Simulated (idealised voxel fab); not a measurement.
A process module follows: voxel ribs on slabs.
The cross-section shown here is cut; it is 275 nm wide and divided into square cells measuring 5 nm on a side.
We lay out every cross-section as a grid of square cells and spell it out in bands from the top down, where one band means one or more rows of cells.
Look at the band entry: it leads with the top's height and the bottom's height in nm. Then it lists the materials left to right, with a width in nm for each. The word "everywhere" on a single material says that material fills the band edge to edge. The word "air" is empty space.
Beneath 0, the wafer as received is one material, and that level is where height counting begins. The lowest band goes on downward without a bottom; it is written like "0..down".
Per-row width for "30..40": begins at first number (top row of band), ends at second number (bottom row), increment between rows held constant.
Step note "nothing got changed" = no cross-section cell changed.
"Closed void catalog" enumerates empty spaces isolated from the top, with no open way to it, that contain at least 8 cells, giving each as width x height at distance from the left edge, all three in nm.
That trailing text on a step's line, after the settings, is the simulator's own remark on the step.
The setting "overlay nm" may be written on the line of a step. When the step uses a mask, the value reports how far to the right of the planned place the mask lay, and a negative value reports that it lay to the left.

### Steps in the process plan
1) op RECEIVE | material Si
2) op DIRECTIONAL_DEP | material SiO2 | thk nm 25
3) op DIRECTIONAL_DEP | material SiN | thk nm 15
4) op MASKED_ETCH | tone cover | mask id RIB | width nm 25 | etch materials SiN | depth nm 5 | overlay nm 0
5) op DIRECTIONAL_DEP | material aC | thk nm 15
6) op PATTERN | tone cover | mask id SLAB | material resist | width nm 55 | thk nm 35 | overlay nm 0
7) op DIRECTIONAL_ETCH | etch materials aC | depth nm 15
8) op STRIP | etch materials resist
9) op DIRECTIONAL_ETCH | etch materials SiN | depth nm 10
10) op STRIP | etch materials aC
11) op FILL_DEP | material SiO2 | thk nm 15
12) op CMP | height nm 50
13) op DIRECTIONAL_DEP | material W | thk nm 10
14) op PATTERN | tone cover | mask id HEATER | material resist | width nm 35 | thk nm 20 | overlay nm 0
15) op DIRECTIONAL_ETCH | etch materials W | depth nm 10
16) op STRIP | etch materials resist
17) op CONFORMAL_DEP | material SiN | thk nm 10

### As received (post step 1): cross-section
> 0..down | Si everywhere
> Closed void catalog: none

### First of two wafers, end-of-module section, run followed plan
> 70..60 | air 110 nm, SiN 55 nm, air 110 nm
> 60..50 | SiN 120 nm, W 35 nm, SiN 120 nm
> 50..40 | SiO2 everywhere
> 40..35 | SiO2 125 nm, SiN 25 nm, SiO2 125 nm
> 35..25 | SiO2 110 nm, SiN 55 nm, SiO2 110 nm
> 25..0 | SiO2 everywhere
> 0..down | Si everywhere
> Closed void catalog: none

### Module end: cross-section of wafer two of two. Same start and process plan as the first wafer. One mistake during execution
> 65..60 | air 110 nm, SiN 55 nm, air 110 nm
> 60..55 | SiN everywhere
> 55..50 | SiN 120 nm, W 35 nm, SiN 120 nm
> 50..40 | SiO2 everywhere
> 40..35 | SiO2 125 nm, SiN 25 nm, SiO2 125 nm
> 35..25 | SiO2 110 nm, SiN 55 nm, SiO2 110 nm
> 25..0 | SiO2 everywhere
> 0..down | Si everywhere
> Closed void catalog: none
What broke from the plan during processing? step 13: run off-plan, actual operation and settings op DIRECTIONAL_DEP | material W | thk nm 5
Count the cells at the end and the second wafer has more or fewer of some materials than the first: 4 fewer of SiN | 7 fewer of W
